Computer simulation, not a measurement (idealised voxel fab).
Proc. module: voxel ribs on slabs
Section cut is 185 nm wide and gridded with 5 nm square cells.
Cross-sections here: square-cell grids, written as top-down lists of bands, a band being one or more rows of cells. First you get the band's top height and its bottom height, in nm, and then the materials it's made of, left to right, with each width in nm. If you see a single material with "throughout", that one covers the band edge to edge. "blank" is empty space. A quick word on heights: they are counted from 0, and under that level the wafer as it came to us is one material throughout. The lowest band is different from the rest in having no bottom; it simply continues downward, written as in "z 0 and below". Graded width ("30->40"): value in top row of band = first number; value in bottom row = second number; row-to-row change constant. You'll sometimes find "no alterations made" written for a step, and that's the way of saying that nowhere in the cross-section did a cell change during that step. The label "Sealed internal cavities" introduces a list of the empty spaces, 8 cells or larger, that have no open way up to the top; each entry in it reads width x height at distance, where the distance is taken from the left edge and all three are stated in nm. Anything after a step's settings on that line? It's the simulator's own note about the step. overlay nm: step with mask; distance mask lay right of planned place; negative value = left of planned place.

Plan
1 RECEIVE: material Si
2 DIRECTIONAL_DEP: material SiO2, thk nm 25
3 DIRECTIONAL_DEP: material SiN, thk nm 20
4 MASKED_ETCH: tone cover, mask id RIB, width nm 25, etch materials SiN, depth nm 10, overlay nm 0
5 MASKED_ETCH: tone cover, mask id SLAB, width nm 75, etch materials SiN, depth nm 10, overlay nm 0
6 FILL_DEP: material SiO2, thk nm 25
7 CMP: height nm 60
8 DIRECTIONAL_DEP: material TiN, thk nm 10
9 MASKED_ETCH: tone cover, mask id HEATER, width nm 35, etch materials TiN, depth nm 10, overlay nm 0
10 CONFORMAL_DEP: material SiO2, thk nm 5

Incoming wafer in cross-section (state: after step 1)
> z 0 and below: Si throughout
> Sealed internal cavities: none

First of two wafers, end-of-module section, run followed plan
> z 75 to 70: blank 70; SiO2 45; blank 70
> z 70 to 65: blank 70; SiO2 5; TiN 35; SiO2 5; blank 70
> z 65 to 60: SiO2 75; TiN 35; SiO2 75
> z 60 to 45: SiO2 throughout
> z 45 to 35: SiO2 80; SiN 25; SiO2 80
> z 35 to 25: SiO2 55; SiN 75; SiO2 55
> z 25 to 0: SiO2 throughout
> z 0 and below: Si throughout
> Sealed internal cavities: none

Second of two wafers, module complete, sectioned: it shares the first wafer's start and plan but was run with one mistake
> z 75 to 70: SiO2 80; blank 25; SiO2 80
> z 70 to 65: TiN 75; SiO2 5; blank 25; SiO2 5; TiN 75
> z 65 to 60: TiN 75; SiO2 35; TiN 75
> z 60 to 45: SiO2 throughout
> z 45 to 35: SiO2 80; SiN 25; SiO2 80
> z 35 to 25: SiO2 55; SiN 75; SiO2 55
> z 25 to 0: SiO2 throughout
> z 0 and below: Si throughout
> Sealed internal cavities: none
Which mistake was made when the wafer was run? step 9 ran with different settings than intended, the actual operation and settings being MASKED_ETCH: tone open, mask id HEATER, width nm 35, etch materials TiN, depth nm 10, overlay nm 0
Final wafer comparison in cells, second versus first, more or fewer per material: TiN: 46 more
